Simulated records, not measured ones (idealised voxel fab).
Name of the process module below: voxel transistor to metal
This is section cut - it's 250 nm across, gridded in 5 nm square cells.
The cross-sections in this document take the form of a grid made of square cells. They are written out as bands, in order from top to bottom. Each band consists of one or more rows of cells. This entry defines a band. It first specifies the height of the band's top and the height of its bottom in nm, and then specifies the band's materials from left to right, stating each material with its width in nm. The word "all across" identifies a single material that fills the band from edge to edge, while the word "air" identifies empty space. Ref level 0: as-received wafer is one material below here. Bottom band extends down with no lower bound ("from 0 down"). So if you see something like "30..40" for the width, read it as the top row of the band sitting at the first number and the bottom row at the second, with every row in between moving by the same amount as the last. The cross-section has no changed cell in any step marked "remained unchanged". The list in "Enclosed void listing" covers empty spaces of 8 cells or more that cannot reach the top through any open way, and it gives each as width x height at distance; the distance is from the left edge, and width, height and distance are in nm. Heads up: the bit after the settings on a step's line is the simulator's remark on that step. The optional step-line setting "overlay nm" applies to steps with a mask and quantifies how far to the right of its planned location the mask lay, a negative value indicating leftward placement. Read the rest as pairs. Take the cross-section before one process step, then the cross-section after it, which shows only down to the lowest band that changed. Under the pair, find the step between them and its settings. Bear in mind that pairs may come from different runs of this module on the same starting wafer: link a pair to the pair above it only where its entry headed "Prior to step" says to.

[Prior to step]
    from 90 to 80: aC all across
    from 80 to 65: W all across
    from 65 to 60: TiN all across
    from 60 to 45: 30 nm SiO2, 5 nm TiN, 5 nm W, 5 nm TiN, 45 nm SiO2, 5 nm TiN, 5 nm W, 5 nm TiN, 40 nm SiO2, 5 nm TiN, 5 nm W, 5 nm TiN, 45 nm SiO2, 5 nm TiN, 5 nm W, 5 nm TiN, 30 nm SiO2
    from 45 to 30: 30 nm SiO2, 5 nm TiN, 5 nm W, 5 nm TiN, 10 nm SiO2, 5 nm SiN, 15 nm SiCN, 5 nm SiN, 10 nm SiO2, 5 nm TiN, 5 nm W, 5 nm TiN, 40 nm SiO2, 5 nm TiN, 5 nm W, 5 nm TiN, 10 nm SiO2, 5 nm SiN, 15 nm SiCN, 5 nm SiN, 10 nm SiO2, 5 nm TiN, 5 nm W, 5 nm TiN, 30 nm SiO2
    from 30 to 5: 30 nm SiO2, 5 nm TiN, 5 nm W, 5 nm TiN, 10 nm SiO2, 5 nm SiN, 15 nm polySi, 5 nm SiN, 10 nm SiO2, 5 nm TiN, 5 nm W, 5 nm TiN, 40 nm SiO2, 5 nm TiN, 5 nm W, 5 nm TiN, 10 nm SiO2, 5 nm SiN, 15 nm polySi, 5 nm SiN, 10 nm SiO2, 5 nm TiN, 5 nm W, 5 nm TiN, 30 nm SiO2
    from 5 to 0: 30 nm SiO2, 5 nm TiN, 5 nm W, 5 nm TiN, 10 nm nSi, 5 nm SiN, 15 nm polySi, 5 nm SiN, 10 nm nSi, 5 nm TiN, 5 nm W, 5 nm TiN, 40 nm SiO2, 5 nm TiN, 5 nm W, 5 nm TiN, 10 nm nSi, 5 nm SiN, 15 nm polySi, 5 nm SiN, 10 nm nSi, 5 nm TiN, 5 nm W, 5 nm TiN, 30 nm SiO2
    from 0 to -5: 30 nm SiO2, 15 nm TiN, 10 nm nSi, 25 nm SiO2, 10 nm nSi, 15 nm TiN, 40 nm SiO2, 15 nm TiN, 10 nm nSi, 25 nm SiO2, 10 nm nSi, 15 nm TiN, 30 nm SiO2
    from -5 to -15: 30 nm SiO2, 25 nm nSi, 25 nm Si, 25 nm nSi, 40 nm SiO2, 25 nm nSi, 25 nm Si, 25 nm nSi, 30 nm SiO2
    from -15 to -25: 30 nm SiO2, 75 nm Si, 40 nm SiO2, 75 nm Si, 30 nm SiO2
    from -25 down: Si all across
    Enclosed void listing: none

[Cross-Section After Step]
    from 115 to 90: 30 nm resist, 15 nm air, 45 nm resist, 15 nm air, 40 nm resist, 15 nm air, 45 nm resist, 15 nm air, 30 nm resist
    Everything under 90 stays put, no change at all.
    Enclosed void listing: none
Between the two cross-sections shown above, the process step is PATTERN [tone open] [mask id METAL_1] [material resist] [width nm 15] [thk nm 25] [overlay nm 0]

Prior to step: we pick up right where the pair above leaves off, with its after cross-section.

[Cross-Section After Step]
    from 105 to 90: 30 nm resist, 15 nm air, 45 nm resist, 15 nm air, 40 nm resist, 15 nm air, 45 nm resist, 15 nm air, 30 nm resist
    from 90 to 80: 30 nm aC, 15 nm air, 45 nm aC, 15 nm air, 40 nm aC, 15 nm air, 45 nm aC, 15 nm air, 30 nm aC
    Everything under 80 stays put, no change at all.
    Enclosed void listing: none
Between the two cross-sections shown above, the process step is DIRECTIONAL_ETCH [etch materials aC] [depth nm 10]

Prior to step: we pick up right where the pair above leaves off, with its after cross-section.

[Cross-Section After Step]
    from 90 to 80: 30 nm aC, 15 nm air, 45 nm aC, 15 nm air, 40 nm aC, 15 nm air, 45 nm aC, 15 nm air, 30 nm aC
    Everything under 80 stays put, no change at all.
    Enclosed void listing: none
Between the two cross-sections shown above, the process step is STRIP [etch materials resist]

Prior to step: we pick up right where the pair above leaves off, with its after cross-section.

[Cross-Section After Step]
    from 90 to 80: 30 nm aC, 15 nm air, 45 nm aC, 15 nm air, 40 nm aC, 15 nm air, 45 nm aC, 15 nm air, 30 nm aC
    from 80 to 65: 30 nm W, 15 nm air, 45 nm W, 15 nm air, 40 nm W, 15 nm air, 45 nm W, 15 nm air, 30 nm W
    Everything under 65 stays put, no change at all.
    Enclosed void listing: none
Between the two cross-sections shown above, the process step is DIRECTIONAL_ETCH [etch materials W] [depth nm 15]

Prior to step: we pick up right where the pair above leaves off, with its after cross-section.

[Cross-Section After Step]
    from 90 to 80: 30 nm aC, 15 nm air, 45 nm aC, 15 nm air, 40 nm aC, 15 nm air, 45 nm aC, 15 nm air, 30 nm aC
    from 80 to 65: 30 nm W, 15 nm air, 45 nm W, 15 nm air, 40 nm W, 15 nm air, 45 nm W, 15 nm air, 30 nm W
    from 65 to 60: 30 nm TiN, 15 nm air, 45 nm TiN, 15 nm air, 40 nm TiN, 15 nm air, 45 nm TiN, 15 nm air, 30 nm TiN
    Everything under 60 stays put, no change at all.
    Enclosed void listing: none
Between the two cross-sections shown above, the process step is DIRECTIONAL_ETCH [etch materials TiN] [depth nm 5]

Prior to step: we pick up right where the pair above leaves off, with its after cross-section.

[Cross-Section After Step]
    from 80 to 65: 30 nm W, 15 nm air, 45 nm W, 15 nm air, 40 nm W, 15 nm air, 45 nm W, 15 nm air, 30 nm W
    Everything under 65 stays put, no change at all.
    Enclosed void listing: none
Between the two cross-sections shown above, the process step is STRIP [etch materials aC]

Prior to step: we pick up right where the pair above leaves off, with its after cross-section.

[Cross-Section After Step]
    from 85 to 80: 35 nm SiCN, 5 nm air, 55 nm SiCN, 5 nm air, 50 nm SiCN, 5 nm air, 55 nm SiCN, 5 nm air, 35 nm SiCN
    from 80 to 65: 30 nm W, 5 nm SiCN, 5 nm air, 5 nm SiCN, 45 nm W, 5 nm SiCN, 5 nm air, 5 nm SiCN, 40 nm W, 5 nm SiCN, 5 nm air, 5 nm SiCN, 45 nm W, 5 nm SiCN, 5 nm air, 5 nm SiCN, 30 nm W
    from 65 to 60: 30 nm TiN, 15 nm SiCN, 45 nm TiN, 15 nm SiCN, 40 nm TiN, 15 nm SiCN, 45 nm TiN, 15 nm SiCN, 30 nm TiN
    Everything under 60 stays put, no change at all.
    Enclosed void listing: none
Between the two cross-sections shown above, the process step is CONFORMAL_DEP [material SiCN] [thk nm 5]

Prior to step: we pick up right where the pair above leaves off, with its after cross-section.

[Cross-Section After Step]
    from 95 to 85: lowk all across
    from 85 to 80: 35 nm SiCN, 5 nm lowk, 55 nm SiCN, 5 nm lowk, 50 nm SiCN, 5 nm lowk, 55 nm SiCN, 5 nm lowk, 35 nm SiCN
    from 80 to 65: 30 nm W, 5 nm SiCN, 5 nm lowk, 5 nm SiCN, 45 nm W, 5 nm SiCN, 5 nm lowk, 5 nm SiCN, 40 nm W, 5 nm SiCN, 5 nm lowk, 5 nm SiCN, 45 nm W, 5 nm SiCN, 5 nm lowk, 5 nm SiCN, 30 nm W
    Everything under 65 stays put, no change at all.
    Enclosed void listing: none
Between the two cross-sections shown above, the process step is FILL_DEP [material lowk] [thk nm 10]

Prior to step: we pick up right where the pair above leaves off, with its after cross-section.

[Cross-Section After Step]
    from 80 to 65: 30 nm W, 5 nm SiCN, 5 nm lowk, 5 nm SiCN, 45 nm W, 5 nm SiCN, 5 nm lowk, 5 nm SiCN, 40 nm W, 5 nm SiCN, 5 nm lowk, 5 nm SiCN, 45 nm W, 5 nm SiCN, 5 nm lowk, 5 nm SiCN, 30 nm W
    Everything under 65 stays put, no change at all.
    Enclosed void listing: none
Between the two cross-sections shown above, the process step is CMP [height nm 80]

Prior to step: we pick up right where the pair above leaves off, with its after cross-section.

[Cross-Section After Step]
    from 85 to 80: SiCN all across
    Everything under 80 stays put, no change at all.
    Enclosed void listing: none
Between the two cross-sections shown above, the process step is CONFORMAL_DEP [material SiCN] [thk nm 5]
